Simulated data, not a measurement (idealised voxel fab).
This section sets out a process module, namely voxel self aligned vias.
Xsec cut, 275 nm wide, square cell size 5 nm.
Notation: cross-section as square-cell grid; stated in bands, top first, going down; one or more cell rows per band.
For a band, the entry starts with two heights in nm, that of the top and then that of the bottom, and carries on with the band's materials in order from left to right, each alongside its width in nm; the word "edge to edge" beside a single material means it fills the band edge to edge, and "air" means empty space.
The level at which height equals 0 is the one under which the wafer, as it arrives, is entirely one material. No lower edge exists for the bottom band, which continues downward and is notated as in "0 down".
The width entry "30->40" should be interpreted row by row: the top row of cells in the band takes the first number, the bottom row takes the second number, and the change between adjacent rows is uniform throughout.
Take "no alterations made" at face value: in the step it is given for, the cross-section changed in none of its cells.
Entry "Closed void list" = empty spaces >= 8 cells with no open way to the top; each as width x height at distance, distance from left edge, all nm.
On a step's line, text after the settings is the simulator commenting on that step.
The line of a step may include "overlay nm". On a step with a mask, this value is how far to the right of its planned place the mask lay. A negative value means the mask lay to the left.

Process steps - plan
1) RECEIVE: material Si
2) CONFORMAL_DEP: material SiO2, thk nm 15
3) CONFORMAL_DEP: material SiCN, thk nm 5
4) DIRECTIONAL_DEP: material SiO2, thk nm 20
5) MASKED_ETCH: tone open, mask id LINES, width nm 30, pitch nm 55, etch materials SiO2, depth nm 20, overlay nm 0
6) CONFORMAL_DEP: material TiN, thk nm 5
7) FILL_DEP: material Ru, thk nm 10
8) CMP: height nm 40
9) SELECTIVE_ETCH: etch materials W Ru TiN, depth nm 10
10) FILL_DEP: material SiN, thk nm 10
11) CMP: height nm 40
12) DIRECTIONAL_DEP: material SiO2, thk nm 20
13) PATTERN: tone open, mask id VIAS, material resist, width nm 40, pitch nm 110, thk nm 20, overlay nm -15
14) DIRECTIONAL_ETCH: etch materials SiO2, depth nm 20
15) DIRECTIONAL_ETCH: etch materials SiN, depth nm 10
16) STRIP: etch materials resist
17) CONFORMAL_DEP: material TiN, thk nm 5
18) FILL_DEP: material W, thk nm 5
19) CMP: height nm 60
20) CONFORMAL_DEP: material SiCN, thk nm 5
Same starting wafers, different overlay nm at step 13. Plan value belongs to the first wafer.

Cross-section of the first of several wafers on receipt, reflecting completion of step 1
> 0 down | Si edge to edge
> Closed void list: none

Take a look at the first of several wafers in cross-section: the module is done, and step 20 was its last step
> 65 to 60 | SiCN edge to edge
> 60 to 45 | SiO2 (45), TiN (5), W (30), TiN (5), SiO2 (70), TiN (5), W (30), TiN (5), SiO2 (80)
> 45 to 40 | SiO2 (45), TiN (25), W (10), TiN (5), SiO2 (70), TiN (25), W (10), TiN (5), SiO2 (80)
> 40 to 35 | SiO2 (65), TiN (5), W (10), TiN (5), SiN (10), SiO2 (25), SiN (30), SiO2 (25), TiN (5), W (10), TiN (5), SiN (10), SiO2 (70)
> 35 to 30 | SiO2 (65), TiN (20), SiN (10), SiO2 (25), SiN (30), SiO2 (25), TiN (20), SiN (10), SiO2 (70)
> 30 to 25 | SiO2 (65), TiN (5), Ru (20), TiN (5), SiO2 (25), TiN (5), Ru (20), TiN (5), SiO2 (25), TiN (5), Ru (20), TiN (5), SiO2 (70)
> 25 to 20 | SiO2 (65), TiN (30), SiO2 (25), TiN (30), SiO2 (25), TiN (30), SiO2 (70)
> 20 to 15 | SiCN edge to edge
> 15 to 0 | SiO2 edge to edge
> 0 down | Si edge to edge
> Closed void list: none

Cross-section of the final wafer among several, taken at the end of the module
> 65 to 60 | SiCN edge to edge
> 60 to 45 | SiO2 (75), TiN (5), W (30), TiN (5), SiO2 (70), TiN (5), W (30), TiN (5), SiO2 (50)
> 45 to 40 | SiO2 (75), TiN (5), W (10), TiN (25), SiO2 (70), TiN (5), W (10), TiN (25), SiO2 (50)
> 40 to 35 | SiO2 (65), SiN (10), TiN (5), W (10), TiN (5), SiO2 (25), SiN (30), SiO2 (25), SiN (10), TiN (5), W (10), TiN (5), SiO2 (70)
> 35 to 30 | SiO2 (65), SiN (10), TiN (20), SiO2 (25), SiN (30), SiO2 (25), SiN (10), TiN (20), SiO2 (70)
> 30 to 25 | SiO2 (65), TiN (5), Ru (20), TiN (5), SiO2 (25), TiN (5), Ru (20), TiN (5), SiO2 (25), TiN (5), Ru (20), TiN (5), SiO2 (70)
> 25 to 20 | SiO2 (65), TiN (30), SiO2 (25), TiN (30), SiO2 (25), TiN (30), SiO2 (70)
> 20 to 15 | SiCN edge to edge
> 15 to 0 | SiO2 edge to edge
> 0 down | Si edge to edge
> Closed void list: none

Table: wafers, a row each; end-of-module cell change per material since receipt, gain (+), loss (-); then closed voids
overlay nm -15; +12 Ru; +110 SiCN; +20 SiN; +469 SiO2; +60 TiN; +44 W; Closed void list: none
overlay nm -10; +12 Ru; +110 SiCN; +16 SiN; +469 SiO2; +60 TiN; +48 W; Closed void list: none
overlay nm -5; +12 Ru; +110 SiCN; +12 SiN; +469 SiO2; +60 TiN; +52 W; Closed void list: none
overlay nm 0; +12 Ru; +110 SiCN; +12 SiN; +469 SiO2; +60 TiN; +52 W; Closed void list: none
overlay nm 5; +12 Ru; +110 SiCN; +12 SiN; +469 SiO2; +60 TiN; +52 W; Closed void list: none
overlay nm 10; +12 Ru; +110 SiCN; +16 SiN; +469 SiO2; +60 TiN; +48 W; Closed void list: none
overlay nm 15; +12 Ru; +110 SiCN; +20 SiN; +469 SiO2; +60 TiN; +44 W; Closed void list: none
